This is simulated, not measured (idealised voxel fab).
The following is a process module called voxel transistor to metal.
In the cross-section labelled cut, the width is 205 nm and each square cell is 5 nm.
Cross-sections here: square-cell grids, written as top-down lists of bands, a band being one or more rows of cells.
Quick guide to a band line: top height, bottom height (nm) up front; then every material left to right with its width in nm. Only one material and it's marked "all across"? Then it fills the band edge to edge. And "blank" just means empty space.
Convention: height 0 is the level below which the wafer, as received, is all one material. The lowest band does not terminate at the bottom but continues downward, represented as "0..down".
With a width like "30->40", each row of cells in the band differs from the next by the same amount, the top row carrying the first number and the bottom row the second.
What does "everything unchanged" mean for a step? It means no cell of the cross-section changed in that step.
Under "Trapped voids" you'll find the enclosed gaps, the ones with no way out to the top, that are 8 cells or bigger; each reads width x height at distance, with distance counted from the left edge, everything in nm.
Read whatever lies past the settings on a step's line as the simulator's own remark about the step.
If you see "overlay nm" on a step's line and that step has a mask, it's telling you how far right of where it was planned the mask ended up; a negative number means it went left instead.

## Intended process steps
1: op RECEIVE | material Si
2: op OXIDIZE | depth nm 5
3: op CONFORMAL_DEP | material SiN | thk nm 10
4: op MASKED_ETCH | tone cover | mask id ACTIVE | width nm 95 | etch materials SiN | depth nm 10 | overlay nm 0
5: op MASKED_ETCH | tone cover | mask id ACTIVE | width nm 95 | etch materials SiO2 | depth nm 5 | overlay nm 0
6: op MASKED_ETCH | tone cover | mask id ACTIVE | width nm 95 | etch materials Si | depth nm 30 | overlay nm 0
7: op OXIDIZE | depth nm 5
8: op FILL_DEP | material SiO2 | thk nm 5
9: op CMP | height nm 10
10: op SELECTIVE_ETCH | etch materials SiO2 | depth nm 5
11: op STRIP | etch materials SiN
12: op SELECTIVE_ETCH | etch materials SiO2 | depth nm 5
13: op OXIDIZE | depth nm 5
14: op DIRECTIONAL_DEP | material polySi | thk nm 20
15: op DIRECTIONAL_DEP | material SiCN | thk nm 10
16: op MASKED_ETCH | tone cover | mask id GATE | width nm 25 | etch materials SiCN | depth nm 20 | overlay nm 0
17: op MASKED_ETCH | tone cover | mask id GATE | width nm 25 | etch materials polySi | depth nm 30 | overlay nm 0
18: op CONFORMAL_DEP | material SiO2 | thk nm 5
19: op DIRECTIONAL_ETCH | etch materials SiO2 | depth nm 5
20: op CONFORMAL_DEP | material SiN | thk nm 5
21: op DIRECTIONAL_ETCH | etch materials SiN | depth nm 5
22: op DIRECTIONAL_ETCH | etch materials SiO2 | depth nm 5
23: op EPI | material pSi | thk nm 5
24: op FILL_DEP | material SiO2 | thk nm 10
25: op CMP | height nm 25
26: op DIRECTIONAL_DEP | material SiO2 | thk nm 10
27: op DIRECTIONAL_DEP | material aC | thk nm 15
28: op PATTERN | tone open | mask id CONTACT | material resist | width nm 15 | pitch nm 70 | thk nm 35 | overlay nm 0
29: op DIRECTIONAL_ETCH | etch materials aC | depth nm 15
30: op STRIP | etch materials resist
31: op DIRECTIONAL_ETCH | etch materials SiO2 | depth nm 40
32: op STRIP | etch materials aC
33: op CONFORMAL_DEP | material TiN | thk nm 5
34: op FILL_DEP | material W | thk nm 10
35: op CMP | height nm 35
36: op CONFORMAL_DEP | material SiCN | thk nm 5
37: op DIRECTIONAL_DEP | material lowk | thk nm 20
38: op MASKED_ETCH | tone open | mask id METAL_1 | width nm 15 | pitch nm 70 | etch materials lowk | depth nm 20 | overlay nm 0
39: op MASKED_ETCH | tone open | mask id METAL_1 | width nm 15 | pitch nm 70 | etch materials SiCN | depth nm 5 | overlay nm 0
40: op CONFORMAL_DEP | material TiN | thk nm 5
41: op FILL_DEP | material Cu | thk nm 10
42: op CMP | height nm 60
43: op CONFORMAL_DEP | material SiN | thk nm 5

## Cross-sectional view of the wafer in its as-received condition, corresponding to the state after step 1
  0..down | Si all across
  Trapped voids: none

## first wafer at the end, as planned
  65..60 | SiN all across
  60..40 | 60 lowk / 5 TiN / 5 Cu / 5 TiN / 55 lowk / 5 TiN / 5 Cu / 5 TiN / 60 lowk
  40..35 | 60 SiCN / 15 TiN / 55 SiCN / 15 TiN / 60 SiCN
  35..25 | 60 SiO2 / 5 TiN / 5 W / 5 TiN / 55 SiO2 / 5 TiN / 5 W / 5 TiN / 60 SiO2
  25..15 | 60 SiO2 / 5 TiN / 5 W / 5 TiN / 5 SiO2 / 5 SiN / 5 SiO2 / 25 SiCN / 5 SiO2 / 5 SiN / 5 SiO2 / 5 TiN / 5 W / 5 TiN / 60 SiO2
  15..0 | 60 SiO2 / 5 TiN / 5 W / 5 TiN / 5 SiO2 / 5 SiN / 5 SiO2 / 25 polySi / 5 SiO2 / 5 SiN / 5 SiO2 / 5 TiN / 5 W / 5 TiN / 60 SiO2
  0..-5 | 55 SiO2 / 5 SiN / 15 TiN / 5 SiO2 / 5 SiN / 5 SiO2 / 25 polySi / 5 SiO2 / 5 SiN / 5 SiO2 / 15 TiN / 5 SiN / 55 SiO2
  -5..-10 | 60 SiO2 / 20 pSi / 45 SiO2 / 20 pSi / 60 SiO2
  -10..-40 | 60 SiO2 / 85 Si / 60 SiO2
  -40..down | Si all across
  Trapped voids: none

## Cross-sectional view of the second of two wafers upon completion of the module. This wafer shared its starting condition and process plan with the first; one error was made during its execution
  65..60 | SiN all across
  60..40 | 60 lowk / 5 TiN / 5 Cu / 5 TiN / 55 lowk / 5 TiN / 5 Cu / 5 TiN / 60 lowk
  40..35 | 60 SiCN / 15 TiN / 55 SiCN / 15 TiN / 60 SiCN
  35..30 | 55 W / 5 TiN / 15 SiO2 / 5 TiN / 45 W / 5 TiN / 15 SiO2 / 5 TiN / 55 W
  30..25 | 55 W / 5 TiN / 15 SiO2 / 55 TiN / 15 SiO2 / 5 TiN / 55 W
  25..15 | 55 W / 5 TiN / 15 SiO2 / 5 TiN / 5 SiN / 5 TiN / 25 SiCN / 5 TiN / 5 SiN / 5 TiN / 15 SiO2 / 5 TiN / 55 W
  15..5 | 55 W / 5 TiN / 15 SiO2 / 5 TiN / 5 SiN / 5 TiN / 25 polySi / 5 TiN / 5 SiN / 5 TiN / 15 SiO2 / 5 TiN / 55 W
  5..0 | 50 W / 10 TiN / 15 SiO2 / 5 TiN / 5 SiN / 5 TiN / 25 polySi / 5 TiN / 5 SiN / 5 TiN / 15 SiO2 / 10 TiN / 50 W
  0..-5 | 55 TiN / 5 SiN / 15 SiO2 / 5 TiN / 5 SiN / 5 TiN / 25 polySi / 5 TiN / 5 SiN / 5 TiN / 15 SiO2 / 5 SiN / 55 TiN
  -5..-10 | 60 SiO2 / 20 pSi / 45 SiO2 / 20 pSi / 60 SiO2
  -10..-40 | 60 SiO2 / 85 Si / 60 SiO2
  -40..down | Si all across
  Trapped voids: none
The mistake made against the process plan was this: step 28 ran differently from the plan; actual operation with settings: op PATTERN | tone cover | mask id CONTACT | material resist | width nm 15 | pitch nm 70 | thk nm 35 | overlay nm 0
Heads up, by the end the second wafer has more or fewer cells of some materials compared to the first: 188 fewer of SiO2, 41 more of TiN, 147 more of W
